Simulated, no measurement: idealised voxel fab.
Title: Process Module voxel self aligned contacts
For reference, the cross-section in this document is cut, with width 280 nm and square cells of 5 nm.
Just so we're on the same page, the cross-sections are grids of square cells, and they're listed out in bands top to bottom, each band one or more rows deep. The entry gives the band's vertical extent as a top height and a bottom height in nm, then its horizontal make-up as materials from left to right, each with a width in nm. "blank" stands for empty space; a single material marked "everywhere" fills the band edge to edge. Height reference: 0 = level under which incoming wafer is all one material. Lowest band: no bottom, runs on downward, e.g. "top 0, no bottom". So if you see something like "30 to 40" for the width, read it as the top row of the band sitting at the first number and the bottom row at the second, with every row in between moving by the same amount as the last. A step reported as "remained the same" is a step in which no cell of the cross-section changed. Empty spaces counting at least 8 cells and having no open way to the top are listed in "Internal closed voids". The notation width x height at distance is used for each, the distance being from the left edge and all three values in nm. Anything after a step's settings on that line? It's the simulator's own note about the step. For masked steps, "overlay nm" on the step line gives how far right of plan the mask actually lay; a minus sign means it lay to the left.
The following list gives the planned process steps
1. RECEIVE, material Si
2. CONFORMAL_DEP, material SiO2, thk nm 5
3. DIRECTIONAL_DEP, material polySi, thk nm 25
4. DIRECTIONAL_DEP, material SiN, thk nm 20
5. PATTERN, tone cover, mask id GATE, material resist, width nm 30, pitch nm 55, thk nm 20, overlay nm 0
6. DIRECTIONAL_ETCH, etch materials SiN, depth nm 20
7. DIRECTIONAL_ETCH, etch materials polySi, depth nm 25
8. STRIP, etch materials resist
9. CONFORMAL_DEP, material SiN, thk nm 5
10. DIRECTIONAL_ETCH, etch materials SiN, depth nm 5
11. FILL_DEP, material SiO2, thk nm 10
12. CMP, height nm 55
13. PATTERN, tone open, mask id CONTACT, material resist, width nm 35, pitch nm 55, thk nm 15, overlay nm 0
14. DIRECTIONAL_ETCH, etch materials SiO2, depth nm 55
15. STRIP, etch materials resist
16. CONFORMAL_DEP, material TiN, thk nm 5
17. FILL_DEP, material W, thk nm 10
18. CMP, height nm 55
19. CONFORMAL_DEP, material SiN, thk nm 5
Delivered wafer in cross-section: state after step 1
	top 0, no bottom  Si everywhere
	Internal closed voids: none
One mistake in running the module, otherwise start and plan as above: cross-section at the end
	top 60, bottom 55  SiN everywhere
	top 55, bottom 50  W 60, TiN 35, SiO2 35, TiN 20, SiO2 35, TiN 35, W 60
	top 50, bottom 30  W 60, TiN 5, SiN 40, SiO2 15, SiN 40, SiO2 15, SiN 40, TiN 5, W 60
	top 30, bottom 5  W 60, TiN 5, SiN 5, polySi 30, SiN 5, SiO2 15, SiN 5, polySi 30, SiN 5, SiO2 15, SiN 5, polySi 30, SiN 5, TiN 5, W 60
	top 5, bottom 0  TiN 65, SiO2 150, TiN 65
	top 0, no bottom  Si everywhere
	Internal closed voids: none
Diagnosis: step 13, actual vs plan mismatch, actual run PATTERN, tone cover, mask id CONTACT, material resist, width nm 35, pitch nm 55, thk nm 15, overlay nm 0
